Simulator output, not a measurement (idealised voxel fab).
Title: Process Module voxel transistor to metal
The width of the displayed cross-section, cut, is 300 nm; its cells are square, with a size of 5 nm.
Cross-section, as written here: a square-cell grid given band by band from the top down, where a band holds one or more rows of cells.
The entry gives the band's vertical extent as a top height and a bottom height in nm, then its horizontal make-up as materials from left to right, each with a width in nm. "empty" stands for empty space; a single material marked "everywhere" fills the band edge to edge.
The reference from which all heights are counted is 0, the level beneath which the as-received wafer is entirely one material; the lowest band, having no lower bound, proceeds downward and is written after the example "from 0 down".
The two numbers in a width such as "30 to 40" mark its ends across the band: the first belongs to the top row of cells, the second to the bottom row, and from each row to the next the width moves by the same amount.
"no change", as given for a step, is the statement that not any cell of the cross-section underwent a change during that step.
"Sealed voids": empty spaces of 8 cells or more with no open way to the top, each given as width x height at distance, distance from the left edge, all in nm.
Formally, on a step line, whatever follows the settings is a remark that the simulator itself makes on the step.
overlay nm: step with mask; distance mask lay right of planned place; negative value = left of planned place.
PROCESS STEPS - PLAN
1,RECEIVE (material Si)
2,OXIDIZE (depth nm 5)
3,CONFORMAL_DEP (material SiN; thk nm 10)
4,PATTERN (tone cover; mask id ACTIVE; material resist; width nm 110; pitch nm 140; thk nm 20; overlay nm 0)
5,DIRECTIONAL_ETCH (etch materials SiN; depth nm 10)
6,DIRECTIONAL_ETCH (etch materials SiO2; depth nm 5)
7,DIRECTIONAL_ETCH (etch materials Si; depth nm 20)
8,STRIP (etch materials resist)
9,FILL_DEP (material SiO2; thk nm 10)
10,CMP (height nm 10)
11,SELECTIVE_ETCH (etch materials SiO2; depth nm 5)
12,STRIP (etch materials SiN)
13,SELECTIVE_ETCH (etch materials SiO2; depth nm 5)
14,OXIDIZE (depth nm 5)
15,DIRECTIONAL_DEP (material polySi; thk nm 25)
16,DIRECTIONAL_DEP (material SiCN; thk nm 10)
17,MASKED_ETCH (tone cover; mask id GATE; width nm 20; pitch nm 140; etch materials SiCN; depth nm 20; overlay nm 0)
18,MASKED_ETCH (tone cover; mask id GATE; width nm 20; pitch nm 140; etch materials polySi; depth nm 35; overlay nm 0)
19,CONFORMAL_DEP (material SiN; thk nm 5)
20,DIRECTIONAL_ETCH (etch materials SiN; depth nm 5)
21,DIRECTIONAL_ETCH (etch materials SiO2; depth nm 5)
22,DIRECTIONAL_ETCH (etch materials Si; depth nm 15)
23,EPI (material SiGe; thk nm 15)
24,FILL_DEP (material SiO2; thk nm 5)
25,CMP (height nm 30)
26,DIRECTIONAL_DEP (material SiO2; thk nm 15)
27,MASKED_ETCH (tone open; mask id CONTACT; width nm 35; etch materials SiO2; depth nm 55; overlay nm 0)
28,CONFORMAL_DEP (material TiN; thk nm 5)
29,FILL_DEP (material W; thk nm 5)
30,CMP (height nm 45)
31,CONFORMAL_DEP (material SiN; thk nm 5)
32,DIRECTIONAL_DEP (material lowk; thk nm 25)
33,MASKED_ETCH (tone open; mask id METAL_1; width nm 20; etch materials lowk; depth nm 25; overlay nm 0)
34,MASKED_ETCH (tone open; mask id METAL_1; width nm 20; etch materials SiN; depth nm 5; overlay nm 0)
35,CONFORMAL_DEP (material TiN; thk nm 5)
36,FILL_DEP (material Ru; thk nm 5)
37,CMP (height nm 75)
38,EPI (material Ru; thk nm 5)
39,FILL_DEP (material SiCN; thk nm 5)
40,DIRECTIONAL_DEP (material SiO2; thk nm 35)
41,DIRECTIONAL_DEP (material aC; thk nm 10)
42,PATTERN (tone open; mask id METAL_2; material resist; width nm 20; pitch nm 140; thk nm 30; overlay nm 0)
43,DIRECTIONAL_ETCH (etch materials aC; depth nm 10)
44,STRIP (etch materials resist)
45,DIRECTIONAL_ETCH (etch materials SiO2; depth nm 20)
46,STRIP (etch materials aC)
47,PATTERN (tone open; mask id METAL_2_HOLES; material resist; width nm 15; pitch nm 140; thk nm 20; overlay nm 0)
48,DIRECTIONAL_ETCH (etch materials SiO2; depth nm 15)
49,DIRECTIONAL_ETCH (etch materials SiCN; depth nm 5)
50,STRIP (etch materials resist)
51,CONFORMAL_DEP (material TiN; thk nm 5)
52,FILL_DEP (material Ru; thk nm 5)
53,CMP (height nm 120)
54,CONFORMAL_DEP (material SiCN; thk nm 5)
THIS IS THE CROSS-SECTION OF THE WAFER AS WE RECEIVED IT, I.E. AFTER STEP 1
from 0 down = Si everywhere
Sealed voids: none
AS-PLANNED RUN: CROSS-SECTION OF THE FIRST OF TWO WAFERS AT END OF MODULE
from 125 to 120 = SiCN everywhere
from 120 to 105 = SiO2 30 nm, TiN 5 nm, Ru 10 nm, TiN 5 nm, SiO2 120 nm, TiN 5 nm, Ru 10 nm, TiN 5 nm, SiO2 110 nm
from 105 to 100 = SiO2 30 nm, TiN 5 nm, Ru 5 nm, TiN 10 nm, SiO2 120 nm, TiN 5 nm, Ru 5 nm, TiN 10 nm, SiO2 110 nm
from 100 to 85 = SiO2 30 nm, TiN 5 nm, Ru 5 nm, TiN 5 nm, SiO2 125 nm, TiN 5 nm, Ru 5 nm, TiN 5 nm, SiO2 115 nm
from 85 to 80 = SiCN 30 nm, TiN 15 nm, SiCN 125 nm, TiN 15 nm, SiCN 115 nm
from 80 to 75 = SiCN 25 nm, Ru 30 nm, SiCN 50 nm, Ru 30 nm, SiCN 30 nm, Ru 30 nm, SiCN 50 nm, Ru 30 nm, SiCN 25 nm
from 75 to 50 = lowk 30 nm, TiN 5 nm, Ru 10 nm, TiN 5 nm, lowk 60 nm, TiN 5 nm, Ru 10 nm, TiN 5 nm, lowk 40 nm, TiN 5 nm, Ru 10 nm, TiN 5 nm, lowk 60 nm, TiN 5 nm, Ru 10 nm, TiN 5 nm, lowk 30 nm
from 50 to 45 = SiN 30 nm, TiN 20 nm, SiN 60 nm, TiN 20 nm, SiN 40 nm, TiN 20 nm, SiN 60 nm, TiN 20 nm, SiN 30 nm
from 45 to 30 = SiO2 30 nm, TiN 5 nm, W 25 nm, TiN 5 nm, SiO2 30 nm, TiN 5 nm, W 25 nm, TiN 5 nm, SiO2 40 nm, TiN 5 nm, W 25 nm, TiN 5 nm, SiO2 30 nm, TiN 5 nm, W 25 nm, TiN 5 nm, SiO2 30 nm
from 30 to 20 = SiO2 30 nm, TiN 5 nm, W 25 nm, TiN 5 nm, SiN 5 nm, SiCN 20 nm, SiN 5 nm, TiN 5 nm, W 25 nm, TiN 5 nm, SiO2 40 nm, TiN 5 nm, W 25 nm, TiN 5 nm, SiN 5 nm, SiCN 20 nm, SiN 5 nm, TiN 5 nm, W 25 nm, TiN 5 nm, SiO2 30 nm
from 20 to 10 = SiO2 30 nm, TiN 5 nm, W 25 nm, TiN 5 nm, SiN 5 nm, polySi 20 nm, SiN 5 nm, TiN 5 nm, W 25 nm, TiN 5 nm, SiO2 40 nm, TiN 5 nm, W 25 nm, TiN 5 nm, SiN 5 nm, polySi 20 nm, SiN 5 nm, TiN 5 nm, W 25 nm, TiN 5 nm, SiO2 30 nm
from 10 to 5 = SiO2 30 nm, TiN 5 nm, W 10 nm, TiN 20 nm, SiN 5 nm, polySi 20 nm, SiN 5 nm, TiN 20 nm, W 10 nm, TiN 5 nm, SiO2 40 nm, TiN 5 nm, W 10 nm, TiN 20 nm, SiN 5 nm, polySi 20 nm, SiN 5 nm, TiN 20 nm, W 10 nm, TiN 5 nm, SiO2 30 nm
from 5 to 0 = SiO2 30 nm, TiN 5 nm, W 10 nm, TiN 5 nm, SiGe 15 nm, SiN 5 nm, polySi 20 nm, SiN 5 nm, SiGe 15 nm, TiN 5 nm, W 10 nm, TiN 5 nm, SiO2 40 nm, TiN 5 nm, W 10 nm, TiN 5 nm, SiGe 15 nm, SiN 5 nm, polySi 20 nm, SiN 5 nm, SiGe 15 nm, TiN 5 nm, W 10 nm, TiN 5 nm, SiO2 30 nm
from 0 to -5 = SiO2 20 nm, SiN 5 nm, SiO2 5 nm, TiN 5 nm, W 10 nm, TiN 5 nm, SiGe 15 nm, SiN 5 nm, polySi 20 nm, SiN 5 nm, SiGe 15 nm, TiN 5 nm, W 10 nm, TiN 5 nm, SiO2 5 nm, SiN 5 nm, SiO2 20 nm, SiN 5 nm, SiO2 5 nm, TiN 5 nm, W 10 nm, TiN 5 nm, SiGe 15 nm, SiN 5 nm, polySi 20 nm, SiN 5 nm, SiGe 15 nm, TiN 5 nm, W 10 nm, TiN 5 nm, SiO2 5 nm, SiN 5 nm, SiO2 20 nm
from -5 to -10 = SiO2 30 nm, TiN 20 nm, SiGe 15 nm, SiO2 30 nm, SiGe 15 nm, TiN 20 nm, SiO2 40 nm, TiN 20 nm, SiGe 15 nm, SiO2 30 nm, SiGe 15 nm, TiN 20 nm, SiO2 30 nm
from -10 to -25 = SiO2 25 nm, SiGe 40 nm, Si 30 nm, SiGe 40 nm, SiO2 30 nm, SiGe 40 nm, Si 30 nm, SiGe 40 nm, SiO2 25 nm
from -25 down = Si everywhere
Sealed voids: none
WAFER TWO CROSS-SECTION, MODULE END. START AND PLAN UNCHANGED FROM WAFER ONE; ONE MISTAKE MADE DURING THE RUN
from 125 to 120 = SiCN everywhere
from 120 to 105 = SiO2 30 nm, TiN 5 nm, Ru 10 nm, TiN 5 nm, SiO2 120 nm, TiN 5 nm, Ru 10 nm, TiN 5 nm, SiO2 110 nm
from 105 to 100 = SiO2 30 nm, TiN 5 nm, Ru 5 nm, TiN 10 nm, SiO2 120 nm, TiN 5 nm, Ru 5 nm, TiN 10 nm, SiO2 110 nm
from 100 to 85 = SiO2 30 nm, TiN 5 nm, Ru 5 nm, TiN 5 nm, SiO2 125 nm, TiN 5 nm, Ru 5 nm, TiN 5 nm, SiO2 115 nm
from 85 to 80 = SiCN 30 nm, TiN 15 nm, SiCN 125 nm, TiN 15 nm, SiCN 115 nm
from 80 to 75 = SiCN 25 nm, Ru 30 nm, SiCN 50 nm, Ru 30 nm, SiCN 30 nm, Ru 30 nm, SiCN 50 nm, Ru 30 nm, SiCN 25 nm
from 75 to 50 = lowk 30 nm, TiN 5 nm, Ru 10 nm, TiN 5 nm, lowk 60 nm, TiN 5 nm, Ru 10 nm, TiN 5 nm, lowk 40 nm, TiN 5 nm, Ru 10 nm, TiN 5 nm, lowk 60 nm, TiN 5 nm, Ru 10 nm, TiN 5 nm, lowk 30 nm
from 50 to 45 = SiN 30 nm, TiN 20 nm, SiN 60 nm, TiN 20 nm, SiN 40 nm, TiN 20 nm, SiN 60 nm, TiN 20 nm, SiN 30 nm
from 45 to 30 = SiO2 30 nm, TiN 5 nm, W 25 nm, TiN 5 nm, SiO2 30 nm, TiN 5 nm, W 25 nm, TiN 5 nm, SiO2 40 nm, TiN 5 nm, W 25 nm, TiN 5 nm, SiO2 30 nm, TiN 5 nm, W 25 nm, TiN 5 nm, SiO2 30 nm
from 30 to 20 = SiO2 30 nm, TiN 5 nm, W 25 nm, TiN 5 nm, SiN 5 nm, SiCN 20 nm, SiN 5 nm, TiN 5 nm, W 25 nm, TiN 5 nm, SiO2 40 nm, TiN 5 nm, W 25 nm, TiN 5 nm, SiN 5 nm, SiCN 20 nm, SiN 5 nm, TiN 5 nm, W 25 nm, TiN 5 nm, SiO2 30 nm
from 20 to 10 = SiO2 30 nm, TiN 5 nm, W 25 nm, TiN 5 nm, SiN 5 nm, polySi 20 nm, SiN 5 nm, TiN 5 nm, W 25 nm, TiN 5 nm, SiO2 40 nm, TiN 5 nm, W 25 nm, TiN 5 nm, SiN 5 nm, polySi 20 nm, SiN 5 nm, TiN 5 nm, W 25 nm, TiN 5 nm, SiO2 30 nm
from 10 to 5 = SiO2 30 nm, TiN 5 nm, W 10 nm, TiN 20 nm, SiN 5 nm, polySi 20 nm, SiN 5 nm, TiN 20 nm, W 10 nm, TiN 5 nm, SiO2 40 nm, TiN 5 nm, W 10 nm, TiN 20 nm, SiN 5 nm, polySi 20 nm, SiN 5 nm, TiN 20 nm, W 10 nm, TiN 5 nm, SiO2 30 nm
from 5 to 0 = SiO2 30 nm, TiN 5 nm, W 10 nm, TiN 5 nm, SiGe 15 nm, SiN 5 nm, polySi 20 nm, SiN 5 nm, SiGe 15 nm, TiN 5 nm, W 10 nm, TiN 5 nm, SiO2 40 nm, TiN 5 nm, W 10 nm, TiN 5 nm, SiGe 15 nm, SiN 5 nm, polySi 20 nm, SiN 5 nm, SiGe 15 nm, TiN 5 nm, W 10 nm, TiN 5 nm, SiO2 30 nm
from 0 to -5 = SiO2 30 nm, TiN 20 nm, SiGe 15 nm, SiN 5 nm, polySi 20 nm, SiN 5 nm, SiGe 15 nm, TiN 20 nm, SiO2 40 nm, TiN 20 nm, SiGe 15 nm, SiN 5 nm, polySi 20 nm, SiN 5 nm, SiGe 15 nm, TiN 20 nm, SiO2 30 nm
from -5 to -10 = SiO2 20 nm, SiN 5 nm, SiGe 20 nm, TiN 5 nm, SiGe 15 nm, SiO2 30 nm, SiGe 15 nm, TiN 5 nm, SiGe 20 nm, SiN 5 nm, SiO2 20 nm, SiN 5 nm, SiGe 20 nm, TiN 5 nm, SiGe 15 nm, SiO2 30 nm, SiGe 15 nm, TiN 5 nm, SiGe 20 nm, SiN 5 nm, SiO2 20 nm
from -10 to -15 = SiO2 10 nm, SiN 5 nm, SiO2 5 nm, SiN 5 nm, SiO2 5 nm, SiGe 35 nm, Si 30 nm, SiGe 35 nm, SiO2 5 nm, SiN 5 nm, SiO2 20 nm, SiN 5 nm, SiO2 5 nm, SiGe 35 nm, Si 30 nm, SiGe 35 nm, SiO2 5 nm, SiN 5 nm, SiO2 5 nm, SiN 5 nm, SiO2 10 nm
from -15 to -20 = SiO2 30 nm, SiGe 35 nm, Si 30 nm, SiGe 35 nm, SiO2 40 nm, SiGe 35 nm, Si 30 nm, SiGe 35 nm, SiO2 30 nm
from -20 to -25 = SiO2 25 nm, Si 5 nm, SiGe 35 nm, Si 30 nm, SiGe 35 nm, Si 5 nm, SiO2 30 nm, Si 5 nm, SiGe 35 nm, Si 30 nm, SiGe 35 nm, Si 5 nm, SiO2 25 nm
from -25 down = Si everywhere
Sealed voids: none
Misprocessing identified: step 13: run off-plan, actual operation and settings SELECTIVE_ETCH (etch materials SiO2; depth nm 15)
Wrapping up, a cell-based count of both wafers puts the second over or under the first for these materials: 4 more of Si | 4 more of SiGe | 6 more of SiN | 2 fewer of SiO2 | 4 fewer of TiN | 8 fewer of W
